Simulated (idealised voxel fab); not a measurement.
The name of this process module is voxel transistor to metal.
Square cells of 5 nm make up the cross-section cut, whose width is 265 nm.
Each cross-section below is a grid of square cells, stated as bands in top-down order, with one or more rows of cells making up each band. Within each band entry, the heights of the top and of the bottom of the band appear first, in that order and in nm; the materials of the band then follow from left to right, each with its corresponding width in nm. The designation "everywhere" on a single material indicates that it fills the band from edge to edge; the designation "blank" indicates empty space. The reference from which all heights are counted is 0, the level beneath which the as-received wafer is entirely one material; the lowest band, having no lower bound, proceeds downward and is written after the example "from 0 down". The two numbers in a width such as "30->40" mark its ends across the band: the first belongs to the top row of cells, the second to the bottom row, and from each row to the next the width moves by the same amount. "nothing was modified", as given for a step, is the statement that not any cell of the cross-section underwent a change during that step. "Closed void register" enumerates empty spaces isolated from the top, with no open way to it, that contain at least 8 cells, giving each as width x height at distance from the left edge, all three in nm. If you see something after the settings on a step's line, that's the simulator's own remark about that step. When a step includes a mask, the "overlay nm" setting on its line states how far to the right of its planned place that mask lay, and negative values state how far to the left.

Plan
1,RECEIVE,material Si
2,OXIDIZE,depth nm 5
3,CONFORMAL_DEP,material SiN,thk nm 15
4,MASKED_ETCH,tone cover,mask id ACTIVE,width nm 105,pitch nm 130,etch materials SiN,depth nm 15,overlay nm 0
5,MASKED_ETCH,tone cover,mask id ACTIVE,width nm 105,pitch nm 130,etch materials SiO2,depth nm 5,overlay nm 0
6,MASKED_ETCH,tone cover,mask id ACTIVE,width nm 105,pitch nm 130,etch materials Si,depth nm 30,overlay nm 0
7,OXIDIZE,depth nm 5
8,FILL_DEP,material SiO2,thk nm 5
9,CMP,height nm 15
10,SELECTIVE_ETCH,etch materials SiO2,depth nm 10
11,STRIP,etch materials SiN
12,SELECTIVE_ETCH,etch materials SiO2,depth nm 5
13,OXIDIZE,depth nm 5
14,DIRECTIONAL_DEP,material polySi,thk nm 20
15,DIRECTIONAL_DEP,material SiCN,thk nm 15
16,DIRECTIONAL_DEP,material aC,thk nm 15
17,PATTERN,tone cover,mask id GATE,material resist,width nm 15,pitch nm 130,thk nm 35,overlay nm 0
18,DIRECTIONAL_ETCH,etch materials aC,depth nm 15
19,STRIP,etch materials resist
20,DIRECTIONAL_ETCH,etch materials SiCN,depth nm 25
21,DIRECTIONAL_ETCH,etch materials polySi,depth nm 30
22,STRIP,etch materials aC
23,CONFORMAL_DEP,material SiO2,thk nm 5
24,DIRECTIONAL_ETCH,etch materials SiO2,depth nm 5
25,CONFORMAL_DEP,material SiN,thk nm 10
26,DIRECTIONAL_ETCH,etch materials SiN,depth nm 10
27,DIRECTIONAL_ETCH,etch materials SiO2,depth nm 5
28,DIRECTIONAL_ETCH,etch materials Si,depth nm 15
29,EPI,material SiGe,thk nm 15
30,FILL_DEP,material SiO2,thk nm 10
31,CMP,height nm 30
32,DIRECTIONAL_DEP,material SiO2,thk nm 10
33,DIRECTIONAL_DEP,material aC,thk nm 15
34,PATTERN,tone open,mask id CONTACT,material resist,width nm 35,thk nm 35,overlay nm 0
35,DIRECTIONAL_ETCH,etch materials aC,depth nm 15
36,STRIP,etch materials resist
37,DIRECTIONAL_ETCH,etch materials SiO2,depth nm 35
38,STRIP,etch materials aC
39,CONFORMAL_DEP,material TiN,thk nm 5
40,FILL_DEP,material Ru,thk nm 10
41,CMP,height nm 40
42,CONFORMAL_DEP,material SiN,thk nm 5
43,DIRECTIONAL_DEP,material SiO2,thk nm 20
44,MASKED_ETCH,tone open,mask id METAL_1,width nm 20,etch materials SiO2,depth nm 20,overlay nm 0
45,MASKED_ETCH,tone open,mask id METAL_1,width nm 20,etch materials SiN,depth nm 5,overlay nm 0
46,CONFORMAL_DEP,material TiN,thk nm 5
47,FILL_DEP,material Cu,thk nm 10
48,CMP,height nm 65
49,CONFORMAL_DEP,material SiCN,thk nm 5

Of two wafers, the first: run according to plan

Shown in cross-section is the wafer as received, that is, as it stands after step 1
> from 0 down | Si everywhere
> Closed void register: none

The wafer, seen in cross-section, after step 2
> from 0 to -5 | SiO2 everywhere
> Note: structure below -5 unchanged.

The wafer, seen in cross-section, after step 3
> from 15 to 0 | SiN everywhere
> Note: structure below 0 unchanged.

The wafer, seen in cross-section, after step 4
> from 15 to 0 | 15 nm blank  105 nm SiN  25 nm blank  105 nm SiN  15 nm blank
> Note: structure below 0 unchanged.

The wafer, seen in cross-section, after step 5
> from 15 to 0 | 15 nm blank  105 nm SiN  25 nm blank  105 nm SiN  15 nm blank
> from 0 to -5 | 15 nm blank  105 nm SiO2  25 nm blank  105 nm SiO2  15 nm blank
> Note: structure below -5 unchanged.

The wafer, seen in cross-section, after step 6
> from 15 to 0 | 15 nm blank  105 nm SiN  25 nm blank  105 nm SiN  15 nm blank
> from 0 to -5 | 15 nm blank  105 nm SiO2  25 nm blank  105 nm SiO2  15 nm blank
> from -5 to -35 | 15 nm blank  105 nm Si  25 nm blank  105 nm Si  15 nm blank
> Note: structure below -35 unchanged.

The wafer, seen in cross-section, after step 7
> from 15 to 0 | 15 nm blank  105 nm SiN  25 nm blank  105 nm SiN  15 nm blank
> from 0 to -5 | 15 nm blank  105 nm SiO2  25 nm blank  105 nm SiO2  15 nm blank
> from -5 to -35 | 15 nm blank  5 nm SiO2  95 nm Si  5 nm SiO2  25 nm blank  5 nm SiO2  95 nm Si  5 nm SiO2  15 nm blank
> from -35 to -40 | 20 nm SiO2  95 nm Si  35 nm SiO2  95 nm Si  20 nm SiO2
> Note: structure below -40 unchanged.

The wafer, seen in cross-section, after step 8
> from 20 to 15 | SiO2 everywhere
> from 15 to 0 | 15 nm SiO2  105 nm SiN  25 nm SiO2  105 nm SiN  15 nm SiO2
> from 0 to -5 | SiO2 everywhere
> from -5 to -40 | 20 nm SiO2  95 nm Si  35 nm SiO2  95 nm Si  20 nm SiO2
> Note: structure below -40 unchanged.

The wafer, seen in cross-section, after step 9
> from 15 to 0 | 15 nm SiO2  105 nm SiN  25 nm SiO2  105 nm SiN  15 nm SiO2
> Note: structure below 0 unchanged.

The wafer, seen in cross-section, after step 10
> from 15 to 5 | 15 nm blank  105 nm SiN  25 nm blank  105 nm SiN  15 nm blank
> Note: structure below 5 unchanged.

The wafer, seen in cross-section, after step 11
> from 5 to 0 | 15 nm SiO2  105 nm blank  25 nm SiO2  105 nm blank  15 nm SiO2
> Note: structure below 0 unchanged.

The wafer, seen in cross-section, after step 12
> from 0 to -5 | 10 nm SiO2  115 nm blank  15 nm SiO2  115 nm blank  10 nm SiO2
> Note: structure below -5 unchanged.

The wafer, seen in cross-section, after step 13
> from 0 to -5 | 10 nm SiO2  115 nm blank  15 nm SiO2  115 nm blank  10 nm SiO2
> from -5 to -10 | SiO2 everywhere
> Note: structure below -10 unchanged.

The wafer, seen in cross-section, after step 14
> from 20 to 15 | 10 nm polySi  115 nm blank  15 nm polySi  115 nm blank  10 nm polySi
> from 15 to 0 | polySi everywhere
> from 0 to -5 | 10 nm SiO2  115 nm polySi  15 nm SiO2  115 nm polySi  10 nm SiO2
> Note: structure below -5 unchanged.

The wafer, seen in cross-section, after step 15
> from 35 to 30 | 10 nm SiCN  115 nm blank  15 nm SiCN  115 nm blank  10 nm SiCN
> from 30 to 20 | SiCN everywhere
> from 20 to 15 | 10 nm polySi  115 nm SiCN  15 nm polySi  115 nm SiCN  10 nm polySi
> Note: structure below 15 unchanged.

The wafer, seen in cross-section, after step 16
> from 50 to 45 | 10 nm aC  115 nm blank  15 nm aC  115 nm blank  10 nm aC
> from 45 to 35 | aC everywhere
> from 35 to 30 | 10 nm SiCN  115 nm aC  15 nm SiCN  115 nm aC  10 nm SiCN
> Note: structure below 30 unchanged.

The wafer, seen in cross-section, after step 17
> from 85 to 50 | 60 nm blank  15 nm resist  115 nm blank  15 nm resist  60 nm blank
> from 50 to 45 | 10 nm aC  50 nm blank  15 nm resist  50 nm blank  15 nm aC  50 nm blank  15 nm resist  50 nm blank  10 nm aC
> Note: structure below 45 unchanged.

The wafer, seen in cross-section, after step 18
> from 70 to 45 | 60 nm blank  15 nm resist  115 nm blank  15 nm resist  60 nm blank
> from 45 to 35 | 60 nm blank  15 nm aC  115 nm blank  15 nm aC  60 nm blank
> from 35 to 30 | 10 nm SiCN  50 nm blank  15 nm aC  50 nm blank  15 nm SiCN  50 nm blank  15 nm aC  50 nm blank  10 nm SiCN
> Note: structure below 30 unchanged.

The wafer, seen in cross-section, after step 19
> from 45 to 35 | 60 nm blank  15 nm aC  115 nm blank  15 nm aC  60 nm blank
> Note: structure below 35 unchanged.

The wafer, seen in cross-section, after step 20
> from 45 to 30 | 60 nm blank  15 nm aC  115 nm blank  15 nm aC  60 nm blank
> from 30 to 20 | 60 nm blank  15 nm SiCN  115 nm blank  15 nm SiCN  60 nm blank
> from 20 to 15 | 10 nm polySi  50 nm blank  15 nm SiCN  50 nm blank  15 nm polySi  50 nm blank  15 nm SiCN  50 nm blank  10 nm polySi
> Note: structure below 15 unchanged.

The wafer, seen in cross-section, after step 21
> from 45 to 30 | 60 nm blank  15 nm aC  115 nm blank  15 nm aC  60 nm blank
> from 30 to 15 | 60 nm blank  15 nm SiCN  115 nm blank  15 nm SiCN  60 nm blank
> from 15 to 0 | 60 nm blank  15 nm polySi  115 nm blank  15 nm polySi  60 nm blank
> from 0 to -5 | 10 nm SiO2  50 nm blank  15 nm polySi  50 nm blank  15 nm SiO2  50 nm blank  15 nm polySi  50 nm blank  10 nm SiO2
> Note: structure below -5 unchanged.

The wafer, seen in cross-section, after step 22
> from 30 to 15 | 60 nm blank  15 nm SiCN  115 nm blank  15 nm SiCN  60 nm blank
> Note: structure below 15 unchanged.

The wafer, seen in cross-section, after step 23
> from 35 to 30 | 55 nm blank  25 nm SiO2  105 nm blank  25 nm SiO2  55 nm blank
> from 30 to 15 | 55 nm blank  5 nm SiO2  15 nm SiCN  5 nm SiO2  105 nm blank  5 nm SiO2  15 nm SiCN  5 nm SiO2  55 nm blank
> from 15 to 5 | 55 nm blank  5 nm SiO2  15 nm polySi  5 nm SiO2  105 nm blank  5 nm SiO2  15 nm polySi  5 nm SiO2  55 nm blank
> from 5 to 0 | 15 nm SiO2  40 nm blank  5 nm SiO2  15 nm polySi  5 nm SiO2  40 nm blank  25 nm SiO2  40 nm blank  5 nm SiO2  15 nm polySi  5 nm SiO2  40 nm blank  15 nm SiO2
> from 0 to -5 | 60 nm SiO2  15 nm polySi  115 nm SiO2  15 nm polySi  60 nm SiO2
> Note: structure below -5 unchanged.

The wafer, seen in cross-section, after step 24
> from 30 to 15 | 55 nm blank  5 nm SiO2  15 nm SiCN  5 nm SiO2  105 nm blank  5 nm SiO2  15 nm SiCN  5 nm SiO2  55 nm blank
> from 15 to 0 | 55 nm blank  5 nm SiO2  15 nm polySi  5 nm SiO2  105 nm blank  5 nm SiO2  15 nm polySi  5 nm SiO2  55 nm blank
> from 0 to -5 | 15 nm SiO2  40 nm blank  5 nm SiO2  15 nm polySi  5 nm SiO2  40 nm blank  25 nm SiO2  40 nm blank  5 nm SiO2  15 nm polySi  5 nm SiO2  40 nm blank  15 nm SiO2
> Note: structure below -5 unchanged.

The wafer, seen in cross-section, after step 25
> from 40 to 30 | 45 nm blank  45 nm SiN  85 nm blank  45 nm SiN  45 nm blank
> from 30 to 15 | 45 nm blank  10 nm SiN  5 nm SiO2  15 nm SiCN  5 nm SiO2  10 nm SiN  85 nm blank  10 nm SiN  5 nm SiO2  15 nm SiCN  5 nm SiO2  10 nm SiN  45 nm blank
> from 15 to 10 | 45 nm blank  10 nm SiN  5 nm SiO2  15 nm polySi  5 nm SiO2  10 nm SiN  85 nm blank  10 nm SiN  5 nm SiO2  15 nm polySi  5 nm SiO2  10 nm SiN  45 nm blank
> from 10 to 5 | 25 nm SiN  20 nm blank  10 nm SiN  5 nm SiO2  15 nm polySi  5 nm SiO2  10 nm SiN  20 nm blank  45 nm SiN  20 nm blank  10 nm SiN  5 nm SiO2  15 nm polySi  5 nm SiO2  10 nm SiN  20 nm blank  25 nm SiN
> from 5 to 0 | 55 nm SiN  5 nm SiO2  15 nm polySi  5 nm SiO2  105 nm SiN  5 nm SiO2  15 nm polySi  5 nm SiO2  55 nm SiN
> from 0 to -5 | 15 nm SiO2  40 nm SiN  5 nm SiO2  15 nm polySi  5 nm SiO2  40 nm SiN  25 nm SiO2  40 nm SiN  5 nm SiO2  15 nm polySi  5 nm SiO2  40 nm SiN  15 nm SiO2
> Note: structure below -5 unchanged.

The wafer, seen in cross-section, after step 26
> from 30 to 15 | 45 nm blank  10 nm SiN  5 nm SiO2  15 nm SiCN  5 nm SiO2  10 nm SiN  85 nm blank  10 nm SiN  5 nm SiO2  15 nm SiCN  5 nm SiO2  10 nm SiN  45 nm blank
> from 15 to 0 | 45 nm blank  10 nm SiN  5 nm SiO2  15 nm polySi  5 nm SiO2  10 nm SiN  85 nm blank  10 nm SiN  5 nm SiO2  15 nm polySi  5 nm SiO2  10 nm SiN  45 nm blank
> from 0 to -5 | 15 nm SiO2  10 nm SiN  20 nm blank  10 nm SiN  5 nm SiO2  15 nm polySi  5 nm SiO2  10 nm SiN  20 nm blank  10 nm SiN  25 nm SiO2  10 nm SiN  20 nm blank  10 nm SiN  5 nm SiO2  15 nm polySi  5 nm SiO2  10 nm SiN  20 nm blank  10 nm SiN  15 nm SiO2
> Note: structure below -5 unchanged.

The wafer, seen in cross-section, after step 27
> from 30 to 25 | 45 nm blank  10 nm SiN  5 nm blank  15 nm SiCN  5 nm blank  10 nm SiN  85 nm blank  10 nm SiN  5 nm blank  15 nm SiCN  5 nm blank  10 nm SiN  45 nm blank
> from 25 to 15 | 45 nm blank  10 nm SiN  5 nm SiO2  15 nm SiCN  5 nm SiO2  10 nm SiN  85 nm blank  10 nm SiN  5 nm SiO2  15 nm SiCN  5 nm SiO2  10 nm SiN  45 nm blank
> from 15 to 0 | 45 nm blank  10 nm SiN  5 nm SiO2  15 nm polySi  5 nm SiO2  10 nm SiN  85 nm blank  10 nm SiN  5 nm SiO2  15 nm polySi  5 nm SiO2  10 nm SiN  45 nm blank
> from 0 to -5 | 15 nm blank  10 nm SiN  20 nm blank  10 nm SiN  5 nm SiO2  15 nm polySi  5 nm SiO2  10 nm SiN  20 nm blank  10 nm SiN  25 nm blank  10 nm SiN  20 nm blank  10 nm SiN  5 nm SiO2  15 nm polySi  5 nm SiO2  10 nm SiN  20 nm blank  10 nm SiN  15 nm blank
> from -5 to -10 | 25 nm SiO2  20 nm blank  45 nm SiO2  20 nm blank  45 nm SiO2  20 nm blank  45 nm SiO2  20 nm blank  25 nm SiO2
> Note: structure below -10 unchanged.

The wafer, seen in cross-section, after step 28
> from 30 to 25 | 45 nm blank  10 nm SiN  5 nm blank  15 nm SiCN  5 nm blank  10 nm SiN  85 nm blank  10 nm SiN  5 nm blank  15 nm SiCN  5 nm blank  10 nm SiN  45 nm blank
> from 25 to 15 | 45 nm blank  10 nm SiN  5 nm SiO2  15 nm SiCN  5 nm SiO2  10 nm SiN  85 nm blank  10 nm SiN  5 nm SiO2  15 nm SiCN  5 nm SiO2  10 nm SiN  45 nm blank
> from 15 to 0 | 45 nm blank  10 nm SiN  5 nm SiO2  15 nm polySi  5 nm SiO2  10 nm SiN  85 nm blank  10 nm SiN  5 nm SiO2  15 nm polySi  5 nm SiO2  10 nm SiN  45 nm blank
> from 0 to -5 | 15 nm blank  10 nm SiN  20 nm blank  10 nm SiN  5 nm SiO2  15 nm polySi  5 nm SiO2  10 nm SiN  20 nm blank  10 nm SiN  25 nm blank  10 nm SiN  20 nm blank  10 nm SiN  5 nm SiO2  15 nm polySi  5 nm SiO2  10 nm SiN  20 nm blank  10 nm SiN  15 nm blank
> from -5 to -10 | 25 nm SiO2  20 nm blank  45 nm SiO2  20 nm blank  45 nm SiO2  20 nm blank  45 nm SiO2  20 nm blank  25 nm SiO2
> from -10 to -25 | 20 nm SiO2  5 nm Si  20 nm blank  45 nm Si  20 nm blank  5 nm Si  35 nm SiO2  5 nm Si  20 nm blank  45 nm Si  20 nm blank  5 nm Si  20 nm SiO2
> Note: structure below -25 unchanged.

The wafer, seen in cross-section, after step 29
> from 30 to 25 | 45 nm blank  10 nm SiN  5 nm blank  15 nm SiCN  5 nm blank  10 nm SiN  85 nm blank  10 nm SiN  5 nm blank  15 nm SiCN  5 nm blank  10 nm SiN  45 nm blank
> from 25 to 15 | 45 nm blank  10 nm SiN  5 nm SiO2  15 nm SiCN  5 nm SiO2  10 nm SiN  85 nm blank  10 nm SiN  5 nm SiO2  15 nm SiCN  5 nm SiO2  10 nm SiN  45 nm blank
> from 15 to 5 | 45 nm blank  10 nm SiN  5 nm SiO2  15 nm polySi  5 nm SiO2  10 nm SiN  85 nm blank  10 nm SiN  5 nm SiO2  15 nm polySi  5 nm SiO2  10 nm SiN  45 nm blank
> from 5 to 0 | 20 nm blank  25 nm SiGe  10 nm SiN  5 nm SiO2  15 nm polySi  5 nm SiO2  10 nm SiN  25 nm SiGe  35 nm blank  25 nm SiGe  10 nm SiN  5 nm SiO2  15 nm polySi  5 nm SiO2  10 nm SiN  25 nm SiGe  20 nm blank
> from 0 to -5 | 15 nm blank  10 nm SiN  20 nm SiGe  10 nm SiN  5 nm SiO2  15 nm polySi  5 nm SiO2  10 nm SiN  20 nm SiGe  10 nm SiN  25 nm blank  10 nm SiN  20 nm SiGe  10 nm SiN  5 nm SiO2  15 nm polySi  5 nm SiO2  10 nm SiN  20 nm SiGe  10 nm SiN  15 nm blank
> from -5 to -10 | 25 nm SiO2  20 nm SiGe  45 nm SiO2  20 nm SiGe  45 nm SiO2  20 nm SiGe  45 nm SiO2  20 nm SiGe  25 nm SiO2
> from -10 to -25 | 20 nm SiO2  5 nm Si  20 nm SiGe  45 nm Si  20 nm SiGe  5 nm Si  35 nm SiO2  5 nm Si  20 nm SiGe  45 nm Si  20 nm SiGe  5 nm Si  20 nm SiO2
> Note: structure below -25 unchanged.

The wafer, seen in cross-section, after step 30
> from 40 to 30 | SiO2 everywhere
> from 30 to 15 | 45 nm SiO2  10 nm SiN  5 nm SiO2  15 nm SiCN  5 nm SiO2  10 nm SiN  85 nm SiO2  10 nm SiN  5 nm SiO2  15 nm SiCN  5 nm SiO2  10 nm SiN  45 nm SiO2
> from 15 to 5 | 45 nm SiO2  10 nm SiN  5 nm SiO2  15 nm polySi  5 nm SiO2  10 nm SiN  85 nm SiO2  10 nm SiN  5 nm SiO2  15 nm polySi  5 nm SiO2  10 nm SiN  45 nm SiO2
> from 5 to 0 | 20 nm SiO2  25 nm SiGe  10 nm SiN  5 nm SiO2  15 nm polySi  5 nm SiO2  10 nm SiN  25 nm SiGe  35 nm SiO2  25 nm SiGe  10 nm SiN  5 nm SiO2  15 nm polySi  5 nm SiO2  10 nm SiN  25 nm SiGe  20 nm SiO2
> from 0 to -5 | 15 nm SiO2  10 nm SiN  20 nm SiGe  10 nm SiN  5 nm SiO2  15 nm polySi  5 nm SiO2  10 nm SiN  20 nm SiGe  10 nm SiN  25 nm SiO2  10 nm SiN  20 nm SiGe  10 nm SiN  5 nm SiO2  15 nm polySi  5 nm SiO2  10 nm SiN  20 nm SiGe  10 nm SiN  15 nm SiO2
> Note: structure below -5 unchanged.

The wafer, seen in cross-section, after step 31
> from 30 to 15 | 45 nm SiO2  10 nm SiN  5 nm SiO2  15 nm SiCN  5 nm SiO2  10 nm SiN  85 nm SiO2  10 nm SiN  5 nm SiO2  15 nm SiCN  5 nm SiO2  10 nm SiN  45 nm SiO2
> Note: structure below 15 unchanged.

The wafer, seen in cross-section, after step 32
> from 40 to 30 | SiO2 everywhere
> Note: structure below 30 unchanged.

The wafer, seen in cross-section, after step 33
> from 55 to 40 | aC everywhere
> Note: structure below 40 unchanged.

The wafer, seen in cross-section, after step 34
> from 90 to 55 | 20 nm resist  35 nm blank  25 nm resist  35 nm blank  35 nm resist  35 nm blank  25 nm resist  35 nm blank  20 nm resist
> Note: structure below 55 unchanged.

The wafer, seen in cross-section, after step 35
> from 75 to 55 | 20 nm resist  35 nm blank  25 nm resist  35 nm blank  35 nm resist  35 nm blank  25 nm resist  35 nm blank  20 nm resist
> from 55 to 40 | 20 nm aC  35 nm blank  25 nm aC  35 nm blank  35 nm aC  35 nm blank  25 nm aC  35 nm blank  20 nm aC
> Note: structure below 40 unchanged.

The wafer, seen in cross-section, after step 36
> from 55 to 40 | 20 nm aC  35 nm blank  25 nm aC  35 nm blank  35 nm aC  35 nm blank  25 nm aC  35 nm blank  20 nm aC
> Note: structure below 40 unchanged.

The wafer, seen in cross-section, after step 37
> from 55 to 40 | 20 nm aC  35 nm blank  25 nm aC  35 nm blank  35 nm aC  35 nm blank  25 nm aC  35 nm blank  20 nm aC
> from 40 to 30 | 20 nm SiO2  35 nm blank  25 nm SiO2  35 nm blank  35 nm SiO2  35 nm blank  25 nm SiO2  35 nm blank  20 nm SiO2
> from 30 to 15 | 20 nm SiO2  25 nm blank  10 nm SiN  5 nm SiO2  15 nm SiCN  5 nm SiO2  10 nm SiN  25 nm blank  35 nm SiO2  25 nm blank  10 nm SiN  5 nm SiO2  15 nm SiCN  5 nm SiO2  10 nm SiN  25 nm blank  20 nm SiO2
> from 15 to 5 | 20 nm SiO2  25 nm blank  10 nm SiN  5 nm SiO2  15 nm polySi  5 nm SiO2  10 nm SiN  25 nm blank  35 nm SiO2  25 nm blank  10 nm SiN  5 nm SiO2  15 nm polySi  5 nm SiO2  10 nm SiN  25 nm blank  20 nm SiO2
> Note: structure below 5 unchanged.

The wafer, seen in cross-section, after step 38
> from 40 to 30 | 20 nm SiO2  35 nm blank  25 nm SiO2  35 nm blank  35 nm SiO2  35 nm blank  25 nm SiO2  35 nm blank  20 nm SiO2
> Note: structure below 30 unchanged.

The wafer, seen in cross-section, after step 39
> from 45 to 40 | 25 nm TiN  25 nm blank  35 nm TiN  25 nm blank  45 nm TiN  25 nm blank  35 nm TiN  25 nm blank  25 nm TiN
> from 40 to 30 | 20 nm SiO2  5 nm TiN  25->15 nm blank  5->15 nm TiN  25 nm SiO2  5->15 nm TiN  25->15 nm blank  5 nm TiN  35 nm SiO2  5 nm TiN  25->15 nm blank  5->15 nm TiN  25 nm SiO2  5->15 nm TiN  25->15 nm blank  5 nm TiN  20 nm SiO2
> from 30 to 15 | 20 nm SiO2  5 nm TiN  15 nm blank  5 nm TiN  10 nm SiN  5 nm SiO2  15 nm SiCN  5 nm SiO2  10 nm SiN  5 nm TiN  15 nm blank  5 nm TiN  35 nm SiO2  5 nm TiN  15 nm blank  5 nm TiN  10 nm SiN  5 nm SiO2  15 nm SiCN  5 nm SiO2  10 nm SiN  5 nm TiN  15 nm blank  5 nm TiN  20 nm SiO2
> from 15 to 10 | 20 nm SiO2  5 nm TiN  15 nm blank  5 nm TiN  10 nm SiN  5 nm SiO2  15 nm polySi  5 nm SiO2  10 nm SiN  5 nm TiN  15 nm blank  5 nm TiN  35 nm SiO2  5 nm TiN  15 nm blank  5 nm TiN  10 nm SiN  5 nm SiO2  15 nm polySi  5 nm SiO2  10 nm SiN  5 nm TiN  15 nm blank  5 nm TiN  20 nm SiO2
> from 10 to 5 | 20 nm SiO2  25 nm TiN  10 nm SiN  5 nm SiO2  15 nm polySi  5 nm SiO2  10 nm SiN  25 nm TiN  35 nm SiO2  25 nm TiN  10 nm SiN  5 nm SiO2  15 nm polySi  5 nm SiO2  10 nm SiN  25 nm TiN  20 nm SiO2
> Note: structure below 5 unchanged.

The wafer, seen in cross-section, after step 40
> from 55 to 45 | Ru everywhere
> from 45 to 40 | 25 nm TiN  25 nm Ru  35 nm TiN  25 nm Ru  45 nm TiN  25 nm Ru  35 nm TiN  25 nm Ru  25 nm TiN
> from 40 to 30 | 20 nm SiO2  5 nm TiN  25->15 nm Ru  5->15 nm TiN  25 nm SiO2  5->15 nm TiN  25->15 nm Ru  5 nm TiN  35 nm SiO2  5 nm TiN  25->15 nm Ru  5->15 nm TiN  25 nm SiO2  5->15 nm TiN  25->15 nm Ru  5 nm TiN  20 nm SiO2
> from 30 to 15 | 20 nm SiO2  5 nm TiN  15 nm Ru  5 nm TiN  10 nm SiN  5 nm SiO2  15 nm SiCN  5 nm SiO2  10 nm SiN  5 nm TiN  15 nm Ru  5 nm TiN  35 nm SiO2  5 nm TiN  15 nm Ru  5 nm TiN  10 nm SiN  5 nm SiO2  15 nm SiCN  5 nm SiO2  10 nm SiN  5 nm TiN  15 nm Ru  5 nm TiN  20 nm SiO2
> from 15 to 10 | 20 nm SiO2  5 nm TiN  15 nm Ru  5 nm TiN  10 nm SiN  5 nm SiO2  15 nm polySi  5 nm SiO2  10 nm SiN  5 nm TiN  15 nm Ru  5 nm TiN  35 nm SiO2  5 nm TiN  15 nm Ru  5 nm TiN  10 nm SiN  5 nm SiO2  15 nm polySi  5 nm SiO2  10 nm SiN  5 nm TiN  15 nm Ru  5 nm TiN  20 nm SiO2
> Note: structure below 10 unchanged.

The wafer, seen in cross-section, after step 41
> from 40 to 30 | 20 nm SiO2  5 nm TiN  25->15 nm Ru  5->15 nm TiN  25 nm SiO2  5->15 nm TiN  25->15 nm Ru  5 nm TiN  35 nm SiO2  5 nm TiN  25->15 nm Ru  5->15 nm TiN  25 nm SiO2  5->15 nm TiN  25->15 nm Ru  5 nm TiN  20 nm SiO2
> Note: structure below 30 unchanged.

The wafer, seen in cross-section, after step 42
> from 45 to 40 | SiN everywhere
> Note: structure below 40 unchanged.

The wafer, seen in cross-section, after step 43
> from 65 to 45 | SiO2 everywhere
> Note: structure below 45 unchanged.

The wafer, seen in cross-section, after step 44
> from 65 to 45 | 20 nm SiO2  20 nm blank  55 nm SiO2  20 nm blank  35 nm SiO2  20 nm blank  55 nm SiO2  20 nm blank  20 nm SiO2
> Note: structure below 45 unchanged.

The wafer, seen in cross-section, after step 45
> from 65 to 45 | 20 nm SiO2  20 nm blank  55 nm SiO2  20 nm blank  35 nm SiO2  20 nm blank  55 nm SiO2  20 nm blank  20 nm SiO2
> from 45 to 40 | 20 nm SiN  20 nm blank  55 nm SiN  20 nm blank  35 nm SiN  20 nm blank  55 nm SiN  20 nm blank  20 nm SiN
> Note: structure below 40 unchanged.

The wafer, seen in cross-section, after step 46
> from 70 to 65 | 25 nm TiN  10 nm blank  65 nm TiN  10 nm blank  45 nm TiN  10 nm blank  65 nm TiN  10 nm blank  25 nm TiN
> from 65 to 45 | 20 nm SiO2  5 nm TiN  10 nm blank  5 nm TiN  55 nm SiO2  5 nm TiN  10 nm blank  5 nm TiN  35 nm SiO2  5 nm TiN  10 nm blank  5 nm TiN  55 nm SiO2  5 nm TiN  10 nm blank  5 nm TiN  20 nm SiO2
> from 45 to 40 | 20 nm SiN  20 nm TiN  55 nm SiN  20 nm TiN  35 nm SiN  20 nm TiN  55 nm SiN  20 nm TiN  20 nm SiN
> Note: structure below 40 unchanged.

The wafer, seen in cross-section, after step 47
> from 80 to 70 | Cu everywhere
> from 70 to 65 | 25 nm TiN  10 nm Cu  65 nm TiN  10 nm Cu  45 nm TiN  10 nm Cu  65 nm TiN  10 nm Cu  25 nm TiN
> from 65 to 45 | 20 nm SiO2  5 nm TiN  10 nm Cu  5 nm TiN  55 nm SiO2  5 nm TiN  10 nm Cu  5 nm TiN  35 nm SiO2  5 nm TiN  10 nm Cu  5 nm TiN  55 nm SiO2  5 nm TiN  10 nm Cu  5 nm TiN  20 nm SiO2
> Note: structure below 45 unchanged.

The wafer, seen in cross-section, after step 48
> from 65 to 45 | 20 nm SiO2  5 nm TiN  10 nm Cu  5 nm TiN  55 nm SiO2  5 nm TiN  10 nm Cu  5 nm TiN  35 nm SiO2  5 nm TiN  10 nm Cu  5 nm TiN  55 nm SiO2  5 nm TiN  10 nm Cu  5 nm TiN  20 nm SiO2
> Note: structure below 45 unchanged.

The wafer, seen in cross-section, after step 49
> from 70 to 65 | SiCN everywhere
> Note: structure below 65 unchanged.

The second wafer: identical to the first at the outset and in its planned sequence, differing only in that one mistake was made during processing; up to and including step 41, its path is the first wafer's path

The second wafer in cross-section, at the planned close of step 42
> from 60 to 40 | SiO2 everywhere
> Note: structure below 40 unchanged.

The second wafer in cross-section, at the planned close of step 43
> from 65 to 60 | SiN everywhere
> Note: structure below 60 unchanged.

The second wafer in cross-section, at the planned close of step 44: nothing was modified

The second wafer in cross-section, at the planned close of step 45
> from 65 to 60 | 20 nm SiN  20 nm blank  55 nm SiN  20 nm blank  35 nm SiN  20 nm blank  55 nm SiN  20 nm blank  20 nm SiN
> Note: structure below 60 unchanged.

The second wafer in cross-section, at the planned close of step 46
> from 70 to 65 | 25 nm TiN  10 nm blank  65 nm TiN  10 nm blank  45 nm TiN  10 nm blank  65 nm TiN  10 nm blank  25 nm TiN
> from 65 to 60 | 20 nm SiN  20 nm TiN  55 nm SiN  20 nm TiN  35 nm SiN  20 nm TiN  55 nm SiN  20 nm TiN  20 nm SiN
> Note: structure below 60 unchanged.

The second wafer in cross-section, at the planned close of step 47
> from 80 to 70 | Cu everywhere
> from 70 to 65 | 25 nm TiN  10 nm Cu  65 nm TiN  10 nm Cu  45 nm TiN  10 nm Cu  65 nm TiN  10 nm Cu  25 nm TiN
> Note: structure below 65 unchanged.

The second wafer in cross-section, at the planned close of step 48
> from 65 to 60 | 20 nm SiN  20 nm TiN  55 nm SiN  20 nm TiN  35 nm SiN  20 nm TiN  55 nm SiN  20 nm TiN  20 nm SiN
> Note: structure below 60 unchanged.

The second wafer in cross-section, at the planned close of step 49
> from 70 to 65 | SiCN everywhere
> Note: structure below 65 unchanged.
Short version of what went wrong: the intended sequence of steps 42 and 43 was reversed during processing, with each occupying the position of the other
Final comparison by cell count, materials where the second wafer has more or fewer than the first: Cu -32, SiO2 +64, TiN -32
